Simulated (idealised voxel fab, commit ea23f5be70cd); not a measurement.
The following process module bears the name voxel wiring stack.
For reference, the cross-section in this document is cut, with width 145 nm and square cells of 5 nm.
Cross-sections here: square-cell grids, written as top-down lists of bands, a band being one or more rows of cells. This entry defines a band. It first specifies the height of the band's top and the height of its bottom in nm, and then specifies the band's materials from left to right, stating each material with its width in nm. The word "edge to edge" identifies a single material that fills the band from edge to edge, while the word "empty" identifies empty space. Zero point of the height axis is 0; under it, received wafer = one material. Lowest band: continues down indefinitely, "0 nm and below". A width given as "30 to 40" starts at the first number in the band's top row and ends at the second number in its bottom row, shifting by an equal amount at every step from row to row. Where a step carries "no change", the cross-section came out of it unchanged, cell for cell. Entry "Trapped void list". Content: empty spaces with no open connection to the top, size 8 cells or greater. Each: width x height at distance. Distance: from left edge. Unit: nm. What comes after the settings on a step's line is commentary from the simulator itself on that step. overlay nm: mask right of planned place by this much (step with mask). Neg. = left. The remainder of this document consists of a sequence of paired cross-sections. Each pair presents the cross-section prior to one process step together with the cross-section following it, the latter being rendered only as deep as the lowest band that underwent change. The intervening step, together with its settings, is stated beneath each pair. Because the pairs may originate from different runs of this module on the same starting wafer, a given pair is to be read as continuing from the preceding pair only where its entry headed "Before this step" so indicates.

BEFORE THIS STEP
    0 nm and below: Si edge to edge
    Trapped void list: none

SECTION AFTER PROCESSING
    15 nm to 0 nm: SiO2 edge to edge
    All layers under 0 are left as they were.
    Trapped void list: none
Between before and after as drawn above: CONFORMAL_DEP, material SiO2, thk nm 15

Before this step: same picture as after in the pair right above, so we don't repeat it.

SECTION AFTER PROCESSING
    20 nm to 15 nm: TiN edge to edge
    All layers under 15 are left as they were.
    Trapped void list: none
Between before and after as drawn above: DIRECTIONAL_DEP, material TiN, thk nm 5

Before this step: same picture as after in the pair right above, so we don't repeat it.

SECTION AFTER PROCESSING
    35 nm to 20 nm: W edge to edge
    All layers under 20 are left as they were.
    Trapped void list: none
Between before and after as drawn above: DIRECTIONAL_DEP, material W, thk nm 15

Before this step: same picture as after in the pair right above, so we don't repeat it.

SECTION AFTER PROCESSING
    35 nm to 20 nm: 25 of empty, 30 of W, 30 of empty, 30 of W, 30 of empty
    All layers under 20 are left as they were.
    Trapped void list: none
Between before and after as drawn above: MASKED_ETCH, tone cover, mask id METAL_1, width nm 30, pitch nm 60, etch materials W, depth nm 15, overlay nm 0

Before this step: same picture as after in the pair right above, so we don't repeat it.

SECTION AFTER PROCESSING
    35 nm to 20 nm: 25 of empty, 30 of W, 30 of empty, 30 of W, 30 of empty
    20 nm to 15 nm: 25 of empty, 30 of TiN, 30 of empty, 30 of TiN, 30 of empty
    All layers under 15 are left as they were.
    Trapped void list: none
Between before and after as drawn above: MASKED_ETCH, tone cover, mask id METAL_1, width nm 30, pitch nm 60, etch materials TiN, depth nm 5, overlay nm 0

Before this step: same picture as after in the pair right above, so we don't repeat it.

SECTION AFTER PROCESSING
    40 nm to 35 nm: SiO2 edge to edge
    35 nm to 20 nm: 25 of SiO2, 30 of W, 30 of SiO2, 30 of W, 30 of SiO2
    20 nm to 15 nm: 25 of SiO2, 30 of TiN, 30 of SiO2, 30 of TiN, 30 of SiO2
    All layers under 15 are left as they were.
    Trapped void list: none
Between before and after as drawn above: FILL_DEP, material SiO2, thk nm 5

Before this step: same picture as after in the pair right above, so we don't repeat it.

SECTION AFTER PROCESSING
    35 nm to 20 nm: 25 of SiO2, 30 of W, 30 of SiO2, 30 of W, 30 of SiO2
    All layers under 20 are left as they were.
    Trapped void list: none
Between before and after as drawn above: CMP, height nm 35

Before this step: same picture as after in the pair right above, so we don't repeat it.

SECTION AFTER PROCESSING
    40 nm to 35 nm: SiCN edge to edge
    All layers under 35 are left as they were.
    Trapped void list: none
Between before and after as drawn above: CONFORMAL_DEP, material SiCN, thk nm 5

Before this step: same picture as after in the pair right above, so we don't repeat it.

SECTION AFTER PROCESSING
    50 nm to 40 nm: SiO2 edge to edge
    All layers under 40 are left as they were.
    Trapped void list: none
Between before and after as drawn above: DIRECTIONAL_DEP, material SiO2, thk nm 10

Before this step: same picture as after in the pair right above, so we don't repeat it.

SECTION AFTER PROCESSING
    50 nm to 40 nm: 25 of SiO2, 15 of empty, 105 of SiO2
    All layers under 40 are left as they were.
    Trapped void list: none
Between before and after as drawn above: MASKED_ETCH, tone open, mask id PLUG_1, width nm 15, etch materials SiO2, depth nm 10, overlay nm 0

Before this step: same picture as after in the pair right above, so we don't repeat it.

SECTION AFTER PROCESSING
    50 nm to 40 nm: 25 of SiO2, 15 of empty, 105 of SiO2
    40 nm to 35 nm: 25 of SiCN, 15 of empty, 105 of SiCN
    All layers under 35 are left as they were.
    Trapped void list: none
Between before and after as drawn above: MASKED_ETCH, tone open, mask id PLUG_1, width nm 15, etch materials SiCN, depth nm 5, overlay nm 0

Before this step: same picture as after in the pair right above, so we don't repeat it.

SECTION AFTER PROCESSING
    55 nm to 50 nm: 30 of TiN, 5 of empty, 110 of TiN
    50 nm to 40 nm: 25 of SiO2, 5 of TiN, 5 of empty, 5 of TiN, 105 of SiO2
    40 nm to 35 nm: 25 of SiCN, 15 of TiN, 105 of SiCN
    All layers under 35 are left as they were.
    Trapped void list: none
Between before and after as drawn above: CONFORMAL_DEP, material TiN, thk nm 5

Before this step: same picture as after in the pair right above, so we don't repeat it.

SECTION AFTER PROCESSING
    60 nm to 55 nm: Cu edge to edge
    55 nm to 50 nm: 30 of TiN, 5 of Cu, 110 of TiN
    50 nm to 40 nm: 25 of SiO2, 5 of TiN, 5 of Cu, 5 of TiN, 105 of SiO2
    All layers under 40 are left as they were.
    Trapped void list: none
Between before and after as drawn above: FILL_DEP, material Cu, thk nm 5

Before this step: same picture as after in the pair right above, so we don't repeat it.

SECTION AFTER PROCESSING
    50 nm to 40 nm: 25 of SiO2, 5 of TiN, 5 of Cu, 5 of TiN, 105 of SiO2
    All layers under 40 are left as they were.
    Trapped void list: none
Between before and after as drawn above: CMP, height nm 50

Before this step: same picture as after in the pair right above, so we don't repeat it.

SECTION AFTER PROCESSING
    55 nm to 50 nm: SiN edge to edge
    All layers under 50 are left as they were.
    Trapped void list: none
Between before and after as drawn above: CONFORMAL_DEP, material SiN, thk nm 5

Before this step: same picture as after in the pair right above, so we don't repeat it.

SECTION AFTER PROCESSING
    70 nm to 55 nm: lowk edge to edge
    All layers under 55 are left as they were.
    Trapped void list: none
Between before and after as drawn above: DIRECTIONAL_DEP, material lowk, thk nm 15

Before this step: same picture as after in the pair right above, so we don't repeat it.

SECTION AFTER PROCESSING
    70 nm to 55 nm: 25 of lowk, 30 of empty, 30 of lowk, 30 of empty, 30 of lowk
    All layers under 55 are left as they were.
    Trapped void list: none
Between before and after as drawn above: MASKED_ETCH, tone open, mask id METAL_2, width nm 30, pitch nm 60, etch materials lowk, depth nm 15, overlay nm 0

Before this step: same picture as after in the pair right above, so we don't repeat it.

SECTION AFTER PROCESSING
    70 nm to 55 nm: 25 of lowk, 30 of empty, 30 of lowk, 30 of empty, 30 of lowk
    55 nm to 50 nm: 25 of SiN, 30 of empty, 30 of SiN, 30 of empty, 30 of SiN
    All layers under 50 are left as they were.
    Trapped void list: none
Between before and after as drawn above: MASKED_ETCH, tone open, mask id METAL_2, width nm 30, pitch nm 60, etch materials SiN, depth nm 5, overlay nm 0

Before this step: same picture as after in the pair right above, so we don't repeat it.

SECTION AFTER PROCESSING
    75 nm to 70 nm: 30 of TiN, 20 of empty, 40 of TiN, 20 of empty, 35 of TiN
    70 nm to 55 nm: 25 of lowk, 5 of TiN, 20 of empty, 5 of TiN, 30 of lowk, 5 of TiN, 20 of empty, 5 of TiN, 30 of lowk
    55 nm to 50 nm: 25 of SiN, 30 of TiN, 30 of SiN, 30 of TiN, 30 of SiN
    All layers under 50 are left as they were.
    Trapped void list: none
Between before and after as drawn above: CONFORMAL_DEP, material TiN, thk nm 5

Before this step: same picture as after in the pair right above, so we don't repeat it.

SECTION AFTER PROCESSING
    85 nm to 75 nm: Cu edge to edge
    75 nm to 70 nm: 30 of TiN, 20 of Cu, 40 of TiN, 20 of Cu, 35 of TiN
    70 nm to 55 nm: 25 of lowk, 5 of TiN, 20 of Cu, 5 of TiN, 30 of lowk, 5 of TiN, 20 of Cu, 5 of TiN, 30 of lowk
    All layers under 55 are left as they were.
    Trapped void list: none
Between before and after as drawn above: FILL_DEP, material Cu, thk nm 10

Before this step: same picture as after in the pair right above, so we don't repeat it.

SECTION AFTER PROCESSING
    70 nm to 55 nm: 25 of lowk, 5 of TiN, 20 of Cu, 5 of TiN, 30 of lowk, 5 of TiN, 20 of Cu, 5 of TiN, 30 of lowk
    All layers under 55 are left as they were.
    Trapped void list: none
Between before and after as drawn above: CMP, height nm 70

Before this step: same picture as after in the pair right above, so we don't repeat it.

SECTION AFTER PROCESSING
    75 nm to 70 nm: SiCN edge to edge
    All layers under 70 are left as they were.
    Trapped void list: none
Between before and after as drawn above: CONFORMAL_DEP, material SiCN, thk nm 5

Before this step: same picture as after in the pair right above, so we don't repeat it.

SECTION AFTER PROCESSING
    105 nm to 75 nm: lowk edge to edge
    All layers under 75 are left as they were.
    Trapped void list: none
Between before and after as drawn above: DIRECTIONAL_DEP, material lowk, thk nm 30

Before this step: same picture as after in the pair right above, so we don't repeat it.

SECTION AFTER PROCESSING
    105 nm to 90 nm: 25 of lowk, 30 of empty, 30 of lowk, 30 of empty, 30 of lowk
    All layers under 90 are left as they were.
    Trapped void list: none
Between before and after as drawn above: MASKED_ETCH, tone open, mask id METAL_3, width nm 30, pitch nm 60, etch materials lowk, depth nm 15, overlay nm 0

Before this step: same picture as after in the pair right above, so we don't repeat it.

SECTION AFTER PROCESSING
    105 nm to 90 nm: 25 of lowk, 30 of empty, 30 of lowk, 30 of empty, 30 of lowk
    90 nm to 75 nm: 25 of lowk, 15 of empty, 105 of lowk
    All layers under 75 are left as they were.
    Trapped void list: none
Between before and after as drawn above: MASKED_ETCH, tone open, mask id METAL_3_HOLES, width nm 15, etch materials lowk, depth nm 15, overlay nm 0

Before this step: same picture as after in the pair right above, so we don't repeat it.

SECTION AFTER PROCESSING
    105 nm to 90 nm: 25 of lowk, 30 of empty, 30 of lowk, 30 of empty, 30 of lowk
    90 nm to 75 nm: 25 of lowk, 15 of empty, 105 of lowk
    75 nm to 70 nm: 25 of SiCN, 15 of empty, 105 of SiCN
    All layers under 70 are left as they were.
    Trapped void list: none
Between before and after as drawn above: MASKED_ETCH, tone open, mask id METAL_3_HOLES, width nm 15, etch materials SiCN, depth nm 5, overlay nm 0

Before this step: same picture as after in the pair right above, so we don't repeat it.

SECTION AFTER PROCESSING
    110 nm to 105 nm: 30 of TiN, 20 of empty, 40 of TiN, 20 of empty, 35 of TiN
    105 nm to 95 nm: 25 of lowk, 5 of TiN, 20 of empty, 5 of TiN, 30 of lowk, 5 of TiN, 20 of empty, 5 of TiN, 30 of lowk
    95 nm to 90 nm: 25 of lowk, 5 of TiN, 5 of empty, 20 of TiN, 30 of lowk, 30 of TiN, 30 of lowk
    90 nm to 75 nm: 25 of lowk, 5 of TiN, 5 of empty, 5 of TiN, 105 of lowk
    75 nm to 70 nm: 25 of SiCN, 15 of TiN, 105 of SiCN
    All layers under 70 are left as they were.
    Trapped void list: none
Between before and after as drawn above: CONFORMAL_DEP, material TiN, thk nm 5

Before this step: same picture as after in the pair right above, so we don't repeat it.

SECTION AFTER PROCESSING
    120 nm to 110 nm: Cu edge to edge
    110 nm to 105 nm: 30 of TiN, 20 of Cu, 40 of TiN, 20 of Cu, 35 of TiN
    105 nm to 95 nm: 25 of lowk, 5 of TiN, 20 of Cu, 5 of TiN, 30 of lowk, 5 of TiN, 20 of Cu, 5 of TiN, 30 of lowk
    95 nm to 90 nm: 25 of lowk, 5 of TiN, 5 of Cu, 20 of TiN, 30 of lowk, 30 of TiN, 30 of lowk
    90 nm to 75 nm: 25 of lowk, 5 of TiN, 5 of Cu, 5 of TiN, 105 of lowk
    All layers under 75 are left as they were.
    Trapped void list: none
Between before and after as drawn above: FILL_DEP, material Cu, thk nm 10

Before this step: same picture as after in the pair right above, so we don't repeat it.

SECTION AFTER PROCESSING
    105 nm to 95 nm: 25 of lowk, 5 of TiN, 20 of Cu, 5 of TiN, 30 of lowk, 5 of TiN, 20 of Cu, 5 of TiN, 30 of lowk
    All layers under 95 are left as they were.
    Trapped void list: none
Between before and after as drawn above: CMP, height nm 105

Before this step: same picture as after in the pair right above, so we don't repeat it.

SECTION AFTER PROCESSING
    110 nm to 105 nm: SiCN edge to edge
    All layers under 105 are left as they were.
    Trapped void list: none
Between before and after as drawn above: CONFORMAL_DEP, material SiCN, thk nm 5

Before this step: same picture as after in the pair right above, so we don't repeat it.

SECTION AFTER PROCESSING
    120 nm to 110 nm: lowk edge to edge
    All layers under 110 are left as they were.
    Trapped void list: none
Between before and after as drawn above: DIRECTIONAL_DEP, material lowk, thk nm 10

Before this step: same picture as after in the pair right above, so we don't repeat it.

SECTION AFTER PROCESSING
    135 nm to 120 nm: aC edge to edge
    All layers under 120 are left as they were.
    Trapped void list: none
Between before and after as drawn above: DIRECTIONAL_DEP, material aC, thk nm 15

Before this step: same picture as after in the pair right above, so we don't repeat it.

SECTION AFTER PROCESSING
    165 nm to 135 nm: 25 of resist, 15 of empty, 105 of resist
    All layers under 135 are left as they were.
    Trapped void list: none
Between before and after as drawn above: PATTERN, tone open, mask id PLUG_3, material resist, width nm 15, thk nm 30, overlay nm 0

Before this step: same picture as after in the pair right above, so we don't repeat it.

SECTION AFTER PROCESSING
    150 nm to 135 nm: 25 of resist, 15 of empty, 105 of resist
    135 nm to 120 nm: 25 of aC, 15 of empty, 105 of aC
    All layers under 120 are left as they were.
    Trapped void list: none
Between before and after as drawn above: DIRECTIONAL_ETCH, etch materials aC, depth nm 15

Before this step: same picture as after in the pair right above, so we don't repeat it.

SECTION AFTER PROCESSING
    135 nm to 120 nm: 25 of aC, 15 of empty, 105 of aC
    All layers under 120 are left as they were.
    Trapped void list: none
Between before and after as drawn above: STRIP, etch materials resist

Before this step: same picture as after in the pair right above, so we don't repeat it.

SECTION AFTER PROCESSING
    135 nm to 120 nm: 25 of aC, 15 of empty, 105 of aC
    120 nm to 110 nm: 25 of lowk, 15 of empty, 105 of lowk
    All layers under 110 are left as they were.
    Trapped void list: none
Between before and after as drawn above: DIRECTIONAL_ETCH, etch materials lowk, depth nm 10

Before this step: same picture as after in the pair right above, so we don't repeat it.

SECTION AFTER PROCESSING
    135 nm to 120 nm: 25 of aC, 15 of empty, 105 of aC
    120 nm to 110 nm: 25 of lowk, 15 of empty, 105 of lowk
    110 nm to 105 nm: 25 of SiCN, 15 of empty, 105 of SiCN
    All layers under 105 are left as they were.
    Trapped void list: none
Between before and after as drawn above: DIRECTIONAL_ETCH, etch materials SiCN, depth nm 5

Before this step: same picture as after in the pair right above, so we don't repeat it.

SECTION AFTER PROCESSING
    120 nm to 110 nm: 25 of lowk, 15 of empty, 105 of lowk
    All layers under 110 are left as they were.
    Trapped void list: none
Between before and after as drawn above: STRIP, etch materials aC

Before this step: same picture as after in the pair right above, so we don't repeat it.

SECTION AFTER PROCESSING
    120 nm to 115 nm: 25 of lowk, 15 of empty, 105 of lowk
    115 nm to 110 nm: 25 of lowk, 15 of Ru, 105 of lowk
    110 nm to 105 nm: 25 of SiCN, 15 of Ru, 105 of SiCN
    All layers under 105 are left as they were.
    Trapped void list: none
Between before and after as drawn above: EPI, material Ru, thk nm 10

Before this step: same picture as after in the pair right above, so we don't repeat it.

SECTION AFTER PROCESSING
    120 nm to 110 nm: 25 of lowk, 15 of Ru, 105 of lowk
    All layers under 110 are left as they were.
    Trapped void list: none
Between before and after as drawn above: EPI, material Ru, thk nm 5

Before this step: same picture as after in the pair right above, so we don't repeat it.

SECTION AFTER PROCESSING
    125 nm to 120 nm: TiN edge to edge
    All layers under 120 are left as they were.
    Trapped void list: none
Between before and after as drawn above: DIRECTIONAL_DEP, material TiN, thk nm 5

Before this step: same picture as after in the pair right above, so we don't repeat it.

SECTION AFTER PROCESSING
    140 nm to 125 nm: W edge to edge
    All layers under 125 are left as they were.
    Trapped void list: none
Between before and after as drawn above: DIRECTIONAL_DEP, material W, thk nm 15

Before this step: same picture as after in the pair right above, so we don't repeat it.

SECTION AFTER PROCESSING
    160 nm to 140 nm: 25 of empty, 30 of resist, 30 of empty, 30 of resist, 30 of empty
    All layers under 140 are left as they were.
    Trapped void list: none
Between before and after as drawn above: PATTERN, tone cover, mask id METAL_4, material resist, width nm 30, pitch nm 60, thk nm 20, overlay nm 0

Before this step: same picture as after in the pair right above, so we don't repeat it.

SECTION AFTER PROCESSING
    160 nm to 140 nm: 25 of empty, 30 of resist, 30 of empty, 30 of resist, 30 of empty
    140 nm to 125 nm: 25 of empty, 30 of W, 30 of empty, 30 of W, 30 of empty
    All layers under 125 are left as they were.
    Trapped void list: none
Between before and after as drawn above: DIRECTIONAL_ETCH, etch materials W, depth nm 15

Before this step: same picture as after in the pair right above, so we don't repeat it.

SECTION AFTER PROCESSING
    160 nm to 140 nm: 25 of empty, 30 of resist, 30 of empty, 30 of resist, 30 of empty
    140 nm to 125 nm: 25 of empty, 30 of W, 30 of empty, 30 of W, 30 of empty
    125 nm to 120 nm: 25 of empty, 30 of TiN, 30 of empty, 30 of TiN, 30 of empty
    All layers under 120 are left as they were.
    Trapped void list: none
Between before and after as drawn above: DIRECTIONAL_ETCH, etch materials TiN, depth nm 5

Before this step: same picture as after in the pair right above, so we don't repeat it.

SECTION AFTER PROCESSING
    140 nm to 125 nm: 25 of empty, 30 of W, 30 of empty, 30 of W, 30 of empty
    All layers under 125 are left as they were.
    Trapped void list: none
Between before and after as drawn above: STRIP, etch materials resist

Before this step: same picture as after in the pair right above, so we don't repeat it.

SECTION AFTER PROCESSING
    145 nm to 140 nm: SiO2 edge to edge
    140 nm to 125 nm: 25 of SiO2, 30 of W, 30 of SiO2, 30 of W, 30 of SiO2
    125 nm to 120 nm: 25 of SiO2, 30 of TiN, 30 of SiO2, 30 of TiN, 30 of SiO2
    All layers under 120 are left as they were.
    Trapped void list: none
Between before and after as drawn above: FILL_DEP, material SiO2, thk nm 5

Before this step: same picture as after in the pair right above, so we don't repeat it.

SECTION AFTER PROCESSING
    140 nm to 125 nm: 25 of SiO2, 30 of W, 30 of SiO2, 30 of W, 30 of SiO2
    All layers under 125 are left as they were.
    Trapped void list: none
Between before and after as drawn above: CMP, height nm 140

Before this step: same picture as after in the pair right above, so we don't repeat it.

SECTION AFTER PROCESSING
    145 nm to 140 nm: SiCN edge to edge
    All layers under 140 are left as they were.
    Trapped void list: none
Between before and after as drawn above: CONFORMAL_DEP, material SiCN, thk nm 5

BEFORE THIS STEP
    40 nm to 35 nm: SiCN edge to edge
    35 nm to 20 nm: 25 of SiO2, 30 of W, 30 of SiO2, 30 of W, 30 of SiO2
    20 nm to 15 nm: 25 of SiO2, 30 of TiN, 30 of SiO2, 30 of TiN, 30 of SiO2
    15 nm to 0 nm: SiO2 edge to edge
    0 nm and below: Si edge to edge
    Trapped void list: none

SECTION AFTER PROCESSING
    40 nm to 35 nm: 25 of SiCN, 15 of empty, 105 of SiCN
    All layers under 35 are left as they were.
    Trapped void list: none
Between before and after as drawn above: MASKED_ETCH, tone open, mask id PLUG_1, width nm 15, etch materials SiCN, depth nm 5, overlay nm 0

Before this step: same picture as after in the pair right above, so we don't repeat it.

SECTION AFTER PROCESSING
    45 nm to 40 nm: 30 of TiN, 5 of empty, 110 of TiN
    40 nm to 35 nm: 25 of SiCN, 15 of TiN, 105 of SiCN
    All layers under 35 are left as they were.
    Trapped void list: none
Between before and after as drawn above: CONFORMAL_DEP, material TiN, thk nm 5

Before this step: same picture as after in the pair right above, so we don't repeat it.

SECTION AFTER PROCESSING
    50 nm to 45 nm: Cu edge to edge
    45 nm to 40 nm: 30 of TiN, 5 of Cu, 110 of TiN
    All layers under 40 are left as they were.
    Trapped void list: none
Between before and after as drawn above: FILL_DEP, material Cu, thk nm 5

Before this step: same picture as after in the pair right above, so we don't repeat it.

SECTION AFTER PROCESSING
    55 nm to 50 nm: SiN edge to edge
    All layers under 50 are left as they were.
    Trapped void list: none
Between before and after as drawn above: CONFORMAL_DEP, material SiN, thk nm 5

Before this step: same picture as after in the pair right above, so we don't repeat it.

SECTION AFTER PROCESSING
    70 nm to 55 nm: lowk edge to edge
    All layers under 55 are left as they were.
    Trapped void list: none
Between before and after as drawn above: DIRECTIONAL_DEP, material lowk, thk nm 15

Before this step: same picture as after in the pair right above, so we don't repeat it.

SECTION AFTER PROCESSING
    70 nm to 55 nm: 25 of lowk, 30 of empty, 30 of lowk, 30 of empty, 30 of lowk
    All layers under 55 are left as they were.
    Trapped void list: none
Between before and after as drawn above: MASKED_ETCH, tone open, mask id METAL_2, width nm 30, pitch nm 60, etch materials lowk, depth nm 15, overlay nm 0

Before this step: same picture as after in the pair right above, so we don't repeat it.

SECTION AFTER PROCESSING
    70 nm to 55 nm: 25 of lowk, 30 of empty, 30 of lowk, 30 of empty, 30 of lowk
    55 nm to 50 nm: 25 of SiN, 30 of empty, 30 of SiN, 30 of empty, 30 of SiN
    All layers under 50 are left as they were.
    Trapped void list: none
Between before and after as drawn above: MASKED_ETCH, tone open, mask id METAL_2, width nm 30, pitch nm 60, etch materials SiN, depth nm 5, overlay nm 0

Before this step: same picture as after in the pair right above, so we don't repeat it.

SECTION AFTER PROCESSING
    75 nm to 70 nm: 30 of TiN, 20 of empty, 40 of TiN, 20 of empty, 35 of TiN
    70 nm to 55 nm: 25 of lowk, 5 of TiN, 20 of empty, 5 of TiN, 30 of lowk, 5 of TiN, 20 of empty, 5 of TiN, 30 of lowk
    55 nm to 50 nm: 25 of SiN, 30 of TiN, 30 of SiN, 30 of TiN, 30 of SiN
    All layers under 50 are left as they were.
    Trapped void list: none
Between before and after as drawn above: CONFORMAL_DEP, material TiN, thk nm 5

Before this step: same picture as after in the pair right above, so we don't repeat it.

SECTION AFTER PROCESSING
    85 nm to 75 nm: Cu edge to edge
    75 nm to 70 nm: 30 of TiN, 20 of Cu, 40 of TiN, 20 of Cu, 35 of TiN
    70 nm to 55 nm: 25 of lowk, 5 of TiN, 20 of Cu, 5 of TiN, 30 of lowk, 5 of TiN, 20 of Cu, 5 of TiN, 30 of lowk
    All layers under 55 are left as they were.
    Trapped void list: none
Between before and after as drawn above: FILL_DEP, material Cu, thk nm 10

Before this step: same picture as after in the pair right above, so we don't repeat it.

SECTION AFTER PROCESSING
    70 nm to 55 nm: 25 of lowk, 5 of TiN, 20 of Cu, 5 of TiN, 30 of lowk, 5 of TiN, 20 of Cu, 5 of TiN, 30 of lowk
    All layers under 55 are left as they were.
    Trapped void list: none
Between before and after as drawn above: CMP, height nm 70

Before this step: same picture as after in the pair right above, so we don't repeat it.

SECTION AFTER PROCESSING
    75 nm to 70 nm: SiCN edge to edge
    All layers under 70 are left as they were.
    Trapped void list: none
Between before and after as drawn above: CONFORMAL_DEP, material SiCN, thk nm 5

Before this step: same picture as after in the pair right above, so we don't repeat it.

SECTION AFTER PROCESSING
    105 nm to 75 nm: lowk edge to edge
    All layers under 75 are left as they were.
    Trapped void list: none
Between before and after as drawn above: DIRECTIONAL_DEP, material lowk, thk nm 30

Before this step: same picture as after in the pair right above, so we don't repeat it.

SECTION AFTER PROCESSING
    105 nm to 90 nm: 25 of lowk, 30 of empty, 30 of lowk, 30 of empty, 30 of lowk
    All layers under 90 are left as they were.
    Trapped void list: none
Between before and after as drawn above: MASKED_ETCH, tone open, mask id METAL_3, width nm 30, pitch nm 60, etch materials lowk, depth nm 15, overlay nm 0

Before this step: same picture as after in the pair right above, so we don't repeat it.

SECTION AFTER PROCESSING
    105 nm to 90 nm: 25 of lowk, 30 of empty, 30 of lowk, 30 of empty, 30 of lowk
    90 nm to 75 nm: 25 of lowk, 15 of empty, 105 of lowk
    All layers under 75 are left as they were.
    Trapped void list: none
Between before and after as drawn above: MASKED_ETCH, tone open, mask id METAL_3_HOLES, width nm 15, etch materials lowk, depth nm 15, overlay nm 0

Before this step: same picture as after in the pair right above, so we don't repeat it.

SECTION AFTER PROCESSING
    105 nm to 90 nm: 25 of lowk, 30 of empty, 30 of lowk, 30 of empty, 30 of lowk
    90 nm to 75 nm: 25 of lowk, 15 of empty, 105 of lowk
    75 nm to 70 nm: 25 of SiCN, 15 of empty, 105 of SiCN
    All layers under 70 are left as they were.
    Trapped void list: none
Between before and after as drawn above: MASKED_ETCH, tone open, mask id METAL_3_HOLES, width nm 15, etch materials SiCN, depth nm 5, overlay nm 0

Before this step: same picture as after in the pair right above, so we don't repeat it.

SECTION AFTER PROCESSING
    110 nm to 105 nm: 30 of TiN, 20 of empty, 40 of TiN, 20 of empty, 35 of TiN
    105 nm to 95 nm: 25 of lowk, 5 of TiN, 20 of empty, 5 of TiN, 30 of lowk, 5 of TiN, 20 of empty, 5 of TiN, 30 of lowk
    95 nm to 90 nm: 25 of lowk, 5 of TiN, 5 of empty, 20 of TiN, 30 of lowk, 30 of TiN, 30 of lowk
    90 nm to 75 nm: 25 of lowk, 5 of TiN, 5 of empty, 5 of TiN, 105 of lowk
    75 nm to 70 nm: 25 of SiCN, 15 of TiN, 105 of SiCN
    All layers under 70 are left as they were.
    Trapped void list: none
Between before and after as drawn above: CONFORMAL_DEP, material TiN, thk nm 5

Before this step: same picture as after in the pair right above, so we don't repeat it.

SECTION AFTER PROCESSING
    120 nm to 110 nm: Cu edge to edge
    110 nm to 105 nm: 30 of TiN, 20 of Cu, 40 of TiN, 20 of Cu, 35 of TiN
    105 nm to 95 nm: 25 of lowk, 5 of TiN, 20 of Cu, 5 of TiN, 30 of lowk, 5 of TiN, 20 of Cu, 5 of TiN, 30 of lowk
    95 nm to 90 nm: 25 of lowk, 5 of TiN, 5 of Cu, 20 of TiN, 30 of lowk, 30 of TiN, 30 of lowk
    90 nm to 75 nm: 25 of lowk, 5 of TiN, 5 of Cu, 5 of TiN, 105 of lowk
    All layers under 75 are left as they were.
    Trapped void list: none
Between before and after as drawn above: FILL_DEP, material Cu, thk nm 10

Before this step: same picture as after in the pair right above, so we don't repeat it.

SECTION AFTER PROCESSING
    105 nm to 95 nm: 25 of lowk, 5 of TiN, 20 of Cu, 5 of TiN, 30 of lowk, 5 of TiN, 20 of Cu, 5 of TiN, 30 of lowk
    All layers under 95 are left as they were.
    Trapped void list: none
Between before and after as drawn above: CMP, height nm 105

Before this step: same picture as after in the pair right above, so we don't repeat it.

SECTION AFTER PROCESSING
    110 nm to 105 nm: SiCN edge to edge
    All layers under 105 are left as they were.
    Trapped void list: none
Between before and after as drawn above: CONFORMAL_DEP, material SiCN, thk nm 5

Before this step: same picture as after in the pair right above, so we don't repeat it.

SECTION AFTER PROCESSING
    120 nm to 110 nm: lowk edge to edge
    All layers under 110 are left as they were.
    Trapped void list: none
Between before and after as drawn above: DIRECTIONAL_DEP, material lowk, thk nm 10

Before this step: same picture as after in the pair right above, so we don't repeat it.

SECTION AFTER PROCESSING
    135 nm to 120 nm: aC edge to edge
    All layers under 120 are left as they were.
    Trapped void list: none
Between before and after as drawn above: DIRECTIONAL_DEP, material aC, thk nm 15

Before this step: same picture as after in the pair right above, so we don't repeat it.

SECTION AFTER PROCESSING
    165 nm to 135 nm: 25 of resist, 15 of empty, 105 of resist
    All layers under 135 are left as they were.
    Trapped void list: none
Between before and after as drawn above: PATTERN, tone open, mask id PLUG_3, material resist, width nm 15, thk nm 30, overlay nm 0

Before this step: same picture as after in the pair right above, so we don't repeat it.

SECTION AFTER PROCESSING
    150 nm to 135 nm: 25 of resist, 15 of empty, 105 of resist
    135 nm to 120 nm: 25 of aC, 15 of empty, 105 of aC
    All layers under 120 are left as they were.
    Trapped void list: none
Between before and after as drawn above: DIRECTIONAL_ETCH, etch materials aC, depth nm 15

Before this step: same picture as after in the pair right above, so we don't repeat it.

SECTION AFTER PROCESSING
    135 nm to 120 nm: 25 of aC, 15 of empty, 105 of aC
    All layers under 120 are left as they were.
    Trapped void list: none
Between before and after as drawn above: STRIP, etch materials resist

Before this step: same picture as after in the pair right above, so we don't repeat it.

SECTION AFTER PROCESSING
    135 nm to 120 nm: 25 of aC, 15 of empty, 105 of aC
    120 nm to 110 nm: 25 of lowk, 15 of empty, 105 of lowk
    All layers under 110 are left as they were.
    Trapped void list: none
Between before and after as drawn above: DIRECTIONAL_ETCH, etch materials lowk, depth nm 10

Before this step: same picture as after in the pair right above, so we don't repeat it.

SECTION AFTER PROCESSING
    135 nm to 120 nm: 25 of aC, 15 of empty, 105 of aC
    120 nm to 110 nm: 25 of lowk, 15 of empty, 105 of lowk
    110 nm to 105 nm: 25 of SiCN, 15 of empty, 105 of SiCN
    All layers under 105 are left as they were.
    Trapped void list: none
Between before and after as drawn above: DIRECTIONAL_ETCH, etch materials SiCN, depth nm 5

Before this step: same picture as after in the pair right above, so we don't repeat it.

SECTION AFTER PROCESSING
    120 nm to 110 nm: 25 of lowk, 15 of empty, 105 of lowk
    All layers under 110 are left as they were.
    Trapped void list: none
Between before and after as drawn above: STRIP, etch materials aC

Before this step: same picture as after in the pair right above, so we don't repeat it.

SECTION AFTER PROCESSING
    120 nm to 115 nm: 25 of lowk, 15 of empty, 105 of lowk
    115 nm to 110 nm: 25 of lowk, 15 of Ru, 105 of lowk
    110 nm to 105 nm: 25 of SiCN, 15 of Ru, 105 of SiCN
    All layers under 105 are left as they were.
    Trapped void list: none
Between before and after as drawn above: EPI, material Ru, thk nm 10

Before this step: same picture as after in the pair right above, so we don't repeat it.

SECTION AFTER PROCESSING
    120 nm to 110 nm: 25 of lowk, 15 of Ru, 105 of lowk
    All layers under 110 are left as they were.
    Trapped void list: none
Between before and after as drawn above: EPI, material Ru, thk nm 5

Before this step: same picture as after in the pair right above, so we don't repeat it.

SECTION AFTER PROCESSING
    125 nm to 120 nm: TiN edge to edge
    All layers under 120 are left as they were.
    Trapped void list: none
Between before and after as drawn above: DIRECTIONAL_DEP, material TiN, thk nm 5

Before this step: same picture as after in the pair right above, so we don't repeat it.

SECTION AFTER PROCESSING
    140 nm to 125 nm: W edge to edge
    All layers under 125 are left as they were.
    Trapped void list: none
Between before and after as drawn above: DIRECTIONAL_DEP, material W, thk nm 15
